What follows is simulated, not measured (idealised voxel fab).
The name of this process module is voxel released beams.
This is section cut - it's 245 nm across, gridded in 5 nm square cells.
Just so we're on the same page, the cross-sections are grids of square cells, and they're listed out in bands top to bottom, each band one or more rows deep. It is stipulated that each band's entry specify, in nanometres, the height of the top of the band and then that of its bottom, followed by the materials of the band in left-to-right sequence, each together with its width in nanometres. A single material marked by the word "all across" is understood to fill the band from edge to edge; the word "empty" is understood to denote empty space. Convention: height 0 is the level below which the wafer, as received, is all one material. The lowest band does not terminate at the bottom but continues downward, represented as "0 -> down". A two-number width, for instance "30..40", indicates that the width is equal to the first number in the top row of the band and to the second number in the bottom row, and that it changes by a constant amount per row of cells. Any step labelled "same as before" changed none of the cells in the cross-section. Entry "Sealed voids". Content: empty spaces with no open connection to the top, size 8 cells or greater. Each: width x height at distance. Distance: from left edge. Unit: nm. Whatever follows a step's settings on its line is a remark the simulator itself makes about that step. The line of a step may include "overlay nm". On a step with a mask, this value is how far to the right of its planned place the mask lay. A negative value means the mask lay to the left.

[Process steps (planned)]
| 1 | RECEIVE, material Si |
| 2 | CONFORMAL_DEP, material SiN, thk nm 5 |
| 3 | DIRECTIONAL_DEP, material SiO2, thk nm 10 |
| 4 | DIRECTIONAL_DEP, material aC, thk nm 15 |
| 5 | PATTERN, tone open, mask id ANCHOR, material resist, width nm 35, thk nm 35, overlay nm 0 |
| 6 | DIRECTIONAL_ETCH, etch materials aC, depth nm 15 |
| 7 | STRIP, etch materials resist |
| 8 | DIRECTIONAL_ETCH, etch materials SiO2, depth nm 10 |
| 9 | STRIP, etch materials aC |
| 10 | CONFORMAL_DEP, material polySi, thk nm 15 |
| 11 | PATTERN, tone cover, mask id BEAM, material resist, width nm 110, thk nm 15, overlay nm 0 |
| 12 | DIRECTIONAL_ETCH, etch materials polySi, depth nm 15 |
| 13 | STRIP, etch materials resist |
| 14 | STRIP, etch materials SiO2 |

[As-received state of the wafer in cross-section, equivalent to post-step 1]
	0 -> down = Si all across
	Sealed voids: none

[Wafer cross-section at module end: first of two, run to plan]
	30 -> 20 = empty: 65; polySi: 20; empty: 5; polySi: 85; empty: 70
	20 -> 15 = empty: 65; polySi: 110; empty: 70
	15 -> 5 = empty: 70; polySi: 35; empty: 140
	5 -> 0 = SiN all across
	0 -> down = Si all across
	Sealed voids: none

[Cross-sectional image of the second wafer of the two following completion of the module. Starting state and process plan were the same as for the first wafer; one execution error occurred]
	30 -> 15 = empty: 65; polySi: 110; empty: 70
	15 -> 0 = SiN all across
	0 -> down = Si all across
	Sealed voids: none
Where did the run depart from the plan? step 3: run off-plan, actual operation and settings DIRECTIONAL_DEP, material SiN, thk nm 10
Heads up, by the end the second wafer has more or fewer cells of some materials compared to the first: +98 SiN, -12 polySi
